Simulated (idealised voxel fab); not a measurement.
The following process module bears the name voxel transistor to metal.
Section cut is 270 nm wide and gridded with 5 nm square cells.
Heads up, the way a cross-section reads in here is a grid of square cells, handed over as bands from the top down, with every band being one or more rows of cells. Look at the band entry: it leads with the top's height and the bottom's height in nm. Then it lists the materials left to right, with a width in nm for each. The word "everywhere" on a single material says that material fills the band edge to edge. The word "empty" is empty space. Note: height 0 marks the level under which the wafer is uniformly one material as received. Lowest band unbounded below, written "from 0 down". Width: "30 to 40" (first number = top row, second number = bottom row, same change from row to row of cells). "remained unchanged" (step): cross-section cells unchanged, all of them. Empty spaces without an open route to the top, at least 8 cells in extent, make up the entry "Trapped void list"; each is given as width x height at distance, where the distance is measured from the left edge, and all are in nm. Where a step's line continues beyond its settings, the continuation is a remark by the simulator itself on that step. "overlay nm" on a masked step: distance the mask lay right of its planned place, negative for left.
# Listed below are the process steps as planned
1: RECEIVE (material Si)
2: OXIDIZE (depth nm 5)
3: CONFORMAL_DEP (material SiN; thk nm 15)
4: DIRECTIONAL_DEP (material aC; thk nm 10)
5: PATTERN (tone cover; mask id ACTIVE; material resist; width nm 105; pitch nm 125; thk nm 30; overlay nm -5)
6: DIRECTIONAL_ETCH (etch materials aC; depth nm 10)
7: STRIP (etch materials resist)
8: DIRECTIONAL_ETCH (etch materials SiN; depth nm 15)
9: DIRECTIONAL_ETCH (etch materials SiO2; depth nm 5)
10: DIRECTIONAL_ETCH (etch materials Si; depth nm 30)
11: STRIP (etch materials aC)
12: FILL_DEP (material SiO2; thk nm 10)
13: CMP (height nm 15)
14: SELECTIVE_ETCH (etch materials SiO2; depth nm 15)
15: STRIP (etch materials SiN)
16: SELECTIVE_ETCH (etch materials SiO2; depth nm 5)
17: OXIDIZE (depth nm 5)
18: DIRECTIONAL_DEP (material polySi; thk nm 20)
19: DIRECTIONAL_DEP (material SiCN; thk nm 15)
20: MASKED_ETCH (tone cover; mask id GATE; width nm 25; pitch nm 125; etch materials SiCN; depth nm 25; overlay nm 0)
21: MASKED_ETCH (tone cover; mask id GATE; width nm 25; pitch nm 125; etch materials polySi; depth nm 30; overlay nm 0)
22: CONFORMAL_DEP (material SiO2; thk nm 5)
23: DIRECTIONAL_ETCH (etch materials SiO2; depth nm 5)
24: CONFORMAL_DEP (material SiN; thk nm 5)
25: DIRECTIONAL_ETCH (etch materials SiN; depth nm 5)
26: DIRECTIONAL_ETCH (etch materials SiO2; depth nm 5)
27: EPI (material nSi; thk nm 5)
28: FILL_DEP (material SiO2; thk nm 10)
29: CMP (height nm 30)
30: DIRECTIONAL_DEP (material SiO2; thk nm 15)
31: DIRECTIONAL_DEP (material aC; thk nm 15)
32: PATTERN (tone open; mask id CONTACT; material resist; width nm 30; thk nm 35; overlay nm 0)
33: DIRECTIONAL_ETCH (etch materials aC; depth nm 15)
34: STRIP (etch materials resist)
35: DIRECTIONAL_ETCH (etch materials SiO2; depth nm 50)
36: STRIP (etch materials aC)
37: CONFORMAL_DEP (material TiN; thk nm 5)
38: FILL_DEP (material Ru; thk nm 10)
39: CMP (height nm 45)
40: DIRECTIONAL_DEP (material TiN; thk nm 5)
41: DIRECTIONAL_DEP (material W; thk nm 25)
42: MASKED_ETCH (tone cover; mask id METAL_1; width nm 20; etch materials W; depth nm 25; overlay nm 0)
43: MASKED_ETCH (tone cover; mask id METAL_1; width nm 20; etch materials TiN; depth nm 5; overlay nm 0)
44: FILL_DEP (material lowk; thk nm 5)
45: CMP (height nm 75)
46: CONFORMAL_DEP (material SiN; thk nm 5)
Same starting wafers, different overlay nm at step 5. Plan value belongs to the first wafer.
# first wafer as received, after step 1
* from 0 down: Si everywhere
* Trapped void list: none
# Once step 46, the last step, is complete, the module is at its end; this is the cross-section of the first of several wafers
* from 80 to 75: SiN everywhere
* from 75 to 50: lowk: 25; W: 20; lowk: 55; W: 20; lowk: 30; W: 20; lowk: 55; W: 20; lowk: 25
* from 50 to 45: lowk: 25; TiN: 20; lowk: 55; TiN: 20; lowk: 30; TiN: 20; lowk: 55; TiN: 20; lowk: 25
* from 45 to 35: SiO2: 25; TiN: 5; Ru: 20; TiN: 5; SiO2: 35; TiN: 5; Ru: 20; TiN: 5; SiO2: 30; TiN: 5; Ru: 20; TiN: 5; SiO2: 35; TiN: 5; Ru: 20; TiN: 5; SiO2: 25
* from 35 to 30: SiO2: 25; TiN: 5; Ru: 15; TiN: 10; SiO2: 35; TiN: 10; Ru: 15; TiN: 5; SiO2: 30; TiN: 5; Ru: 15; TiN: 10; SiO2: 35; TiN: 10; Ru: 15; TiN: 5; SiO2: 25
* from 30 to 15: SiO2: 25; TiN: 5; Ru: 15; TiN: 5; SiN: 5; SiO2: 5; SiCN: 25; SiO2: 5; SiN: 5; TiN: 5; Ru: 15; TiN: 5; SiO2: 30; TiN: 5; Ru: 15; TiN: 5; SiN: 5; SiO2: 5; SiCN: 25; SiO2: 5; SiN: 5; TiN: 5; Ru: 15; TiN: 5; SiO2: 25
* from 15 to 0: SiO2: 25; TiN: 5; Ru: 15; TiN: 5; SiN: 5; SiO2: 5; polySi: 25; SiO2: 5; SiN: 5; TiN: 5; Ru: 15; TiN: 5; SiO2: 30; TiN: 5; Ru: 15; TiN: 5; SiN: 5; SiO2: 5; polySi: 25; SiO2: 5; SiN: 5; TiN: 5; Ru: 15; TiN: 5; SiO2: 25
* from 0 to -5: SiO2: 25; TiN: 25; SiN: 5; SiO2: 5; polySi: 25; SiO2: 5; SiN: 5; TiN: 25; SiO2: 30; TiN: 25; SiN: 5; SiO2: 5; polySi: 25; SiO2: 5; SiN: 5; TiN: 25; SiO2: 25
* from -5 to -10: SiO2: 10; nSi: 40; SiO2: 45; nSi: 30; SiO2: 10; nSi: 40; SiO2: 45; nSi: 30; SiO2: 20
* from -10 to -35: SiO2: 15; Si: 105; SiO2: 20; Si: 105; SiO2: 25
* from -35 down: Si everywhere
* Trapped void list: none
# Cross-sectional depiction of the last of several wafers upon completion of the module
* from 80 to 75: SiN everywhere
* from 75 to 50: lowk: 25; W: 20; lowk: 55; W: 20; lowk: 30; W: 20; lowk: 55; W: 20; lowk: 25
* from 50 to 45: lowk: 25; TiN: 20; lowk: 55; TiN: 20; lowk: 30; TiN: 20; lowk: 55; TiN: 20; lowk: 25
* from 45 to 35: SiO2: 25; TiN: 5; Ru: 20; TiN: 5; SiO2: 35; TiN: 5; Ru: 20; TiN: 5; SiO2: 30; TiN: 5; Ru: 20; TiN: 5; SiO2: 35; TiN: 5; Ru: 20; TiN: 5; SiO2: 25
* from 35 to 30: SiO2: 25; TiN: 5; Ru: 15; TiN: 10; SiO2: 35; TiN: 10; Ru: 15; TiN: 5; SiO2: 30; TiN: 5; Ru: 15; TiN: 10; SiO2: 35; TiN: 10; Ru: 15; TiN: 5; SiO2: 25
* from 30 to 15: SiO2: 25; TiN: 5; Ru: 15; TiN: 5; SiN: 5; SiO2: 5; SiCN: 25; SiO2: 5; SiN: 5; TiN: 5; Ru: 15; TiN: 5; SiO2: 30; TiN: 5; Ru: 15; TiN: 5; SiN: 5; SiO2: 5; SiCN: 25; SiO2: 5; SiN: 5; TiN: 5; Ru: 15; TiN: 5; SiO2: 25
* from 15 to 0: SiO2: 25; TiN: 5; Ru: 15; TiN: 5; SiN: 5; SiO2: 5; polySi: 25; SiO2: 5; SiN: 5; TiN: 5; Ru: 15; TiN: 5; SiO2: 30; TiN: 5; Ru: 15; TiN: 5; SiN: 5; SiO2: 5; polySi: 25; SiO2: 5; SiN: 5; TiN: 5; Ru: 15; TiN: 5; SiO2: 25
* from 0 to -5: SiO2: 25; TiN: 25; SiN: 5; SiO2: 5; polySi: 25; SiO2: 5; SiN: 5; TiN: 25; SiO2: 30; TiN: 25; SiN: 5; SiO2: 5; polySi: 25; SiO2: 5; SiN: 5; TiN: 25; SiO2: 25
* from -5 to -10: SiO2: 20; nSi: 30; SiO2: 45; nSi: 40; SiO2: 10; nSi: 30; SiO2: 45; nSi: 40; SiO2: 10
* from -10 to -35: SiO2: 25; Si: 105; SiO2: 20; Si: 105; SiO2: 15
* from -35 down: Si everywhere
* Trapped void list: none
# each wafer at the end: cells of each material gained (+) or lost (-) since it was received, then its closed voids
overlay nm -5 | +116 Ru | -168 Si | +30 SiCN | +82 SiN | +316 SiO2 | +112 TiN | +80 W | +228 lowk | +28 nSi | +40 polySi | Trapped void list: none
overlay nm 0 | +116 Ru | -168 Si | +30 SiCN | +82 SiN | +316 SiO2 | +112 TiN | +80 W | +228 lowk | +28 nSi | +40 polySi | Trapped void list: none
overlay nm 5 | +116 Ru | -168 Si | +30 SiCN | +82 SiN | +316 SiO2 | +112 TiN | +80 W | +228 lowk | +28 nSi | +40 polySi | Trapped void list: none
